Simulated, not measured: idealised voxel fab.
process module | voxel ribs on slabs
Cross-section cut: width 150 nm, square cells of 5 nm.
We lay out every cross-section as a grid of square cells and spell it out in bands from the top down, where one band means one or more rows of cells.
In this notation a band is specified by the heights of its top and bottom, in that order and in nm, after which its materials appear from left to right, each paired with its width in nm. The word "edge to edge" attached to a single material means that material fills the band from edge to edge; the word "air" stands for empty space.
Heads up on the height convention: 0 is the point under which the incoming wafer is all one material, and the lowest band has no bottom, it just keeps going down, like "from 0 down".
Quick explanation for "30 to 40": the width changes in equal steps down the rows of cells, from the first number in the band's top row to the second number in its bottom row.
"no change occurred" (step): cross-section cells unchanged, all of them.
Each empty space that has no open way to the top and spans at least 8 cells appears under "Enclosed void listing" as width x height at distance, the distance counted from the left edge, all in nm.
Text after the settings on a step's line: the simulator's own remark on that step.
The optional step-line setting "overlay nm" applies to steps with a mask and quantifies how far to the right of its planned location the mask lay, a negative value indicating leftward placement.

Set out below are the planned steps of the process
- 1: RECEIVE (material Si)
- 2: DIRECTIONAL_DEP (material SiO2; thk nm 25)
- 3: DIRECTIONAL_DEP (material polySi; thk nm 15)
- 4: DIRECTIONAL_DEP (material aC; thk nm 10)
- 5: PATTERN (tone cover; mask id RIB; material resist; width nm 25; thk nm 25; overlay nm 0)
- 6: DIRECTIONAL_ETCH (etch materials aC; depth nm 10)
- 7: STRIP (etch materials resist)
- 8: DIRECTIONAL_ETCH (etch materials polySi; depth nm 10)
- 9: STRIP (etch materials aC)
- 10: PATTERN (tone cover; mask id SLAB; material resist; width nm 75; thk nm 20; overlay nm 0)
- 11: DIRECTIONAL_ETCH (etch materials polySi; depth nm 5)
- 12: STRIP (etch materials resist)
- 13: FILL_DEP (material SiO2; thk nm 25)
- 14: CMP (height nm 60)
- 15: DIRECTIONAL_DEP (material W; thk nm 5)
- 16: DIRECTIONAL_DEP (material aC; thk nm 15)
- 17: PATTERN (tone cover; mask id HEATER; material resist; width nm 35; thk nm 30; overlay nm 0)
- 18: DIRECTIONAL_ETCH (etch materials aC; depth nm 15)
- 19: STRIP (etch materials resist)
- 20: DIRECTIONAL_ETCH (etch materials W; depth nm 5)
- 21: STRIP (etch materials aC)
- 22: CONFORMAL_DEP (material SiO2; thk nm 5)
Split variable: width nm, step 10. Plan value = first wafer. Wafers start alike.

Received condition of the first of several wafers, sectioned: post-step 1
	from 0 down: Si edge to edge
	Enclosed void listing: none

Per-wafer rows below. For each material: cells gained (+) or lost (-) since the wafer was received, as of end of module. Then: closed voids
width nm 75; +367 SiO2; +7 W; +25 polySi; Enclosed void listing: none
width nm 80; +366 SiO2; +7 W; +26 polySi; Enclosed void listing: none
width nm 85; +365 SiO2; +7 W; +27 polySi; Enclosed void listing: none
width nm 90; +364 SiO2; +7 W; +28 polySi; Enclosed void listing: none
width nm 95; +363 SiO2; +7 W; +29 polySi; Enclosed void listing: none
width nm 100; +362 SiO2; +7 W; +30 polySi; Enclosed void listing: none
